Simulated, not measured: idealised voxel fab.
process module | voxel double patterning
cross-section cut | 235 nm wide | cells 5 nm
A cross-section is a grid of square cells, given in bands from the top down. A band is one or more rows of cells.
Each band's line starts with the height of the band's top and of its bottom, in nm. Then come its materials from left to right, each with its width in nm. One material with "throughout" fills the band from edge to edge. "air" is empty space.
Height 0 is the level under which the wafer as received is all one material. The lowest band goes on downwards, as in "0 down".
A width such as "30 to 40" changes by the same amount from each row of cells to the next, from the band's top row to its bottom row.
"no change" after a step means that no cell of the cross-section changed.
closed voids: empty space of 8 cells or more with no open way to the top, each as width x height at its distance from the left edge, in nm
after a step's settings: what the simulator itself notes on the step
overlay nm, on a step with a mask: how far to the right of its planned place the mask lay; to the left if negative
plan
1 op RECEIVE | material Si
2 op CONFORMAL_DEP | material SiO2 | thk nm 10
3 op DIRECTIONAL_DEP | material W | thk nm 15
4 op DIRECTIONAL_DEP | material SiN | thk nm 10
5 op MASKED_ETCH | tone open | mask id FIRST | width nm 15 | pitch nm 50 | etch materials SiN | depth nm 10 | overlay nm 0
6 op DIRECTIONAL_DEP | material aC | thk nm 15
7 op PATTERN | tone open | mask id SECOND | material resist | width nm 15 | pitch nm 50 | thk nm 35 | overlay nm 0
8 op DIRECTIONAL_ETCH | etch materials aC | depth nm 15
9 op STRIP | etch materials resist
10 op DIRECTIONAL_ETCH | etch materials SiN | depth nm 10
11 op STRIP | etch materials aC
12 op DIRECTIONAL_ETCH | etch materials W | depth nm 15
13 op STRIP | etch materials SiN
as received, after step 1
  0 down: Si throughout
  closed voids: none
a wafer at the end: this start, this plan, one mistake
  25 to 10: W 65 | air 15 | W 5 | air 15 | W 15 | air 15 | W 5 | air 15 | W 15 | air 15 | W 55
  10 to 0: SiO2 throughout
  0 down: Si throughout
  closed voids: none
what went wrong: step 5 ran as: op MASKED_ETCH | tone open | mask id FIRST | width nm 15 | pitch nm 50 | etch materials SiN | depth nm 10 | overlay nm 5
